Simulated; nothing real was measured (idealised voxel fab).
Process module name: voxel self aligned vias
The figure presents cross-section cut, which has a width of 155 nm and is divided into square cells with an edge length of 5 nm.
Notation: cross-section as square-cell grid; stated in bands, top first, going down; one or more cell rows per band. What a band's entry tells you: where the top is and where the bottom is, as heights in nm, and after that what lies inside, material by material from left to right, each with its width in nm. Empty space is written as the word "empty", and a single material marked with the word "everywhere" occupies the band from edge to edge. Zero point of the height axis is 0; under it, received wafer = one material. Lowest band: continues down indefinitely, "top 0, no bottom". You'd read "30..40" like this: the band's top row of cells is as wide as the first number, its bottom row is as wide as the second, and going down, every row changes width by the same amount as the row before did. For the purposes of this document, the phrase "left unchanged" attached to a step denotes that no cell within the cross-section was modified by that step. The label "Enclosed void catalog" introduces a list of the empty spaces, 8 cells or larger, that have no open way up to the top; each entry in it reads width x height at distance, where the distance is taken from the left edge and all three are stated in nm. Read whatever lies past the settings on a step's line as the simulator's own remark about the step. The line of a step may include "overlay nm". On a step with a mask, this value is how far to the right of its planned place the mask lay. A negative value means the mask lay to the left.
[These are the steps we planned for the process]
1,RECEIVE: material Si
2,CONFORMAL_DEP: material SiO2, thk nm 15
3,CONFORMAL_DEP: material SiCN, thk nm 5
4,DIRECTIONAL_DEP: material SiO2, thk nm 25
5,PATTERN: tone open, mask id LINES, material resist, width nm 30, pitch nm 55, thk nm 15, overlay nm 0
6,DIRECTIONAL_ETCH: etch materials SiO2, depth nm 25
7,STRIP: etch materials resist
8,CONFORMAL_DEP: material TiN, thk nm 5
9,FILL_DEP: material W, thk nm 10
10,CMP: height nm 45
11,SELECTIVE_ETCH: etch materials W Ru TiN, depth nm 5
12,FILL_DEP: material SiN, thk nm 10
13,CMP: height nm 45
14,DIRECTIONAL_DEP: material SiO2, thk nm 15
15,MASKED_ETCH: tone open, mask id VIAS, width nm 40, pitch nm 55, etch materials SiO2, depth nm 15, overlay nm 0
16,MASKED_ETCH: tone open, mask id VIAS, width nm 40, pitch nm 55, etch materials SiN, depth nm 5, overlay nm 0
17,CONFORMAL_DEP: material TiN, thk nm 5
18,FILL_DEP: material Ru, thk nm 10
19,CMP: height nm 60
20,CONFORMAL_DEP: material SiCN, thk nm 5
[On the first of the two wafers: run conducted according to plan]
[Incoming wafer, cross-sectional view, post step 1]
> top 0, no bottom | Si everywhere
> Enclosed void catalog: none
[After step 2, in cross-section]
> top 15, bottom 0 | SiO2 everywhere
> All layers under 0 are left as they were.
[After step 3, in cross-section]
> top 20, bottom 15 | SiCN everywhere
> All layers under 15 are left as they were.
[After step 4, in cross-section]
> top 45, bottom 20 | SiO2 everywhere
> All layers under 20 are left as they were.
[After step 5, in cross-section]
> top 60, bottom 45 | resist: 35; empty: 30; resist: 25; empty: 30; resist: 35
> All layers under 45 are left as they were.
[After step 6, in cross-section]
> top 60, bottom 45 | resist: 35; empty: 30; resist: 25; empty: 30; resist: 35
> top 45, bottom 20 | SiO2: 35; empty: 30; SiO2: 25; empty: 30; SiO2: 35
> All layers under 20 are left as they were.
[After step 7, in cross-section]
> top 45, bottom 20 | SiO2: 35; empty: 30; SiO2: 25; empty: 30; SiO2: 35
> All layers under 20 are left as they were.
[After step 8, in cross-section]
> top 50, bottom 45 | TiN: 40; empty: 20; TiN: 35; empty: 20; TiN: 40
> top 45, bottom 25 | SiO2: 35; TiN: 5; empty: 20; TiN: 5; SiO2: 25; TiN: 5; empty: 20; TiN: 5; SiO2: 35
> top 25, bottom 20 | SiO2: 35; TiN: 30; SiO2: 25; TiN: 30; SiO2: 35
> All layers under 20 are left as they were.
[After step 9, in cross-section]
> top 60, bottom 50 | W everywhere
> top 50, bottom 45 | TiN: 40; W: 20; TiN: 35; W: 20; TiN: 40
> top 45, bottom 25 | SiO2: 35; TiN: 5; W: 20; TiN: 5; SiO2: 25; TiN: 5; W: 20; TiN: 5; SiO2: 35
> All layers under 25 are left as they were.
[After step 10, in cross-section]
> top 45, bottom 25 | SiO2: 35; TiN: 5; W: 20; TiN: 5; SiO2: 25; TiN: 5; W: 20; TiN: 5; SiO2: 35
> All layers under 25 are left as they were.
[After step 11, in cross-section]
> top 45, bottom 40 | SiO2: 35; empty: 30; SiO2: 25; empty: 30; SiO2: 35
> All layers under 40 are left as they were.
[After step 12, in cross-section]
> top 55, bottom 45 | SiN everywhere
> top 45, bottom 40 | SiO2: 35; SiN: 30; SiO2: 25; SiN: 30; SiO2: 35
> All layers under 40 are left as they were.
[After step 13, in cross-section]
> top 45, bottom 40 | SiO2: 35; SiN: 30; SiO2: 25; SiN: 30; SiO2: 35
> All layers under 40 are left as they were.
[After step 14, in cross-section]
> top 60, bottom 45 | SiO2 everywhere
> All layers under 45 are left as they were.
[After step 15, in cross-section]
> top 60, bottom 45 | SiO2: 30; empty: 40; SiO2: 15; empty: 40; SiO2: 30
> All layers under 45 are left as they were.
[After step 16, in cross-section]
> top 60, bottom 45 | SiO2: 30; empty: 40; SiO2: 15; empty: 40; SiO2: 30
> top 45, bottom 40 | SiO2: 35; empty: 30; SiO2: 25; empty: 30; SiO2: 35
> All layers under 40 are left as they were.
[After step 17, in cross-section]
> top 65, bottom 60 | TiN: 35; empty: 30; TiN: 25; empty: 30; TiN: 35
> top 60, bottom 50 | SiO2: 30; TiN: 5; empty: 30; TiN: 5; SiO2: 15; TiN: 5; empty: 30; TiN: 5; SiO2: 30
> top 50, bottom 45 | SiO2: 30; TiN: 10; empty: 20; TiN: 10; SiO2: 15; TiN: 10; empty: 20; TiN: 10; SiO2: 30
> top 45, bottom 40 | SiO2: 35; TiN: 30; SiO2: 25; TiN: 30; SiO2: 35
> All layers under 40 are left as they were.
[After step 18, in cross-section]
> top 75, bottom 65 | Ru everywhere
> top 65, bottom 60 | TiN: 35; Ru: 30; TiN: 25; Ru: 30; TiN: 35
> top 60, bottom 50 | SiO2: 30; TiN: 5; Ru: 30; TiN: 5; SiO2: 15; TiN: 5; Ru: 30; TiN: 5; SiO2: 30
> top 50, bottom 45 | SiO2: 30; TiN: 10; Ru: 20; TiN: 10; SiO2: 15; TiN: 10; Ru: 20; TiN: 10; SiO2: 30
> All layers under 45 are left as they were.
[After step 19, in cross-section]
> top 60, bottom 50 | SiO2: 30; TiN: 5; Ru: 30; TiN: 5; SiO2: 15; TiN: 5; Ru: 30; TiN: 5; SiO2: 30
> All layers under 50 are left as they were.
[After step 20, in cross-section]
> top 65, bottom 60 | SiCN everywhere
> All layers under 60 are left as they were.
[Wafer two of two - same starting point, same process plan, one mistake in execution; matches wafer one up to and including step 14]
[Cross-section of the second wafer at the time step 15 of the plan should have ended]
> top 60, bottom 45 | SiO2: 35; empty: 35; SiO2: 20; empty: 35; SiO2: 30
> All layers under 45 are left as they were.
[Cross-section of the second wafer at the time step 16 of the plan should have ended]
> top 60, bottom 45 | SiO2: 35; empty: 35; SiO2: 20; empty: 35; SiO2: 30
> top 45, bottom 40 | SiO2: 35; empty: 30; SiO2: 25; empty: 30; SiO2: 35
> All layers under 40 are left as they were.
[Cross-section of the second wafer at the time step 17 of the plan should have ended]
> top 65, bottom 60 | TiN: 40; empty: 25; TiN: 30; empty: 25; TiN: 35
> top 60, bottom 50 | SiO2: 35; TiN: 5; empty: 25; TiN: 5; SiO2: 20; TiN: 5; empty: 25; TiN: 5; SiO2: 30
> top 50, bottom 45 | SiO2: 35; TiN: 5; empty: 20; TiN: 10; SiO2: 20; TiN: 5; empty: 20; TiN: 10; SiO2: 30
> top 45, bottom 40 | SiO2: 35; TiN: 30; SiO2: 25; TiN: 30; SiO2: 35
> All layers under 40 are left as they were.
[Cross-section of the second wafer at the time step 18 of the plan should have ended]
> top 75, bottom 65 | Ru everywhere
> top 65, bottom 60 | TiN: 40; Ru: 25; TiN: 30; Ru: 25; TiN: 35
> top 60, bottom 50 | SiO2: 35; TiN: 5; Ru: 25; TiN: 5; SiO2: 20; TiN: 5; Ru: 25; TiN: 5; SiO2: 30
> top 50, bottom 45 | SiO2: 35; TiN: 5; Ru: 20; TiN: 10; SiO2: 20; TiN: 5; Ru: 20; TiN: 10; SiO2: 30
> All layers under 45 are left as they were.
[Cross-section of the second wafer at the time step 19 of the plan should have ended]
> top 60, bottom 50 | SiO2: 35; TiN: 5; Ru: 25; TiN: 5; SiO2: 20; TiN: 5; Ru: 25; TiN: 5; SiO2: 30
> All layers under 50 are left as they were.
[Cross-section of the second wafer at the time step 20 of the plan should have ended]
> top 65, bottom 60 | SiCN everywhere
> All layers under 60 are left as they were.
Deviation from plan: it should be noted that step 15 was executed with settings other than those planned, the operation and settings actually applied being MASKED_ETCH: tone open, mask id VIAS, width nm 35, pitch nm 55, etch materials SiO2, depth nm 15, overlay nm 0
The closing comparison, in cells, has the second wafer with more or fewer of some materials than the first: Ru: 4 fewer | SiO2: 6 more | TiN: 2 fewer
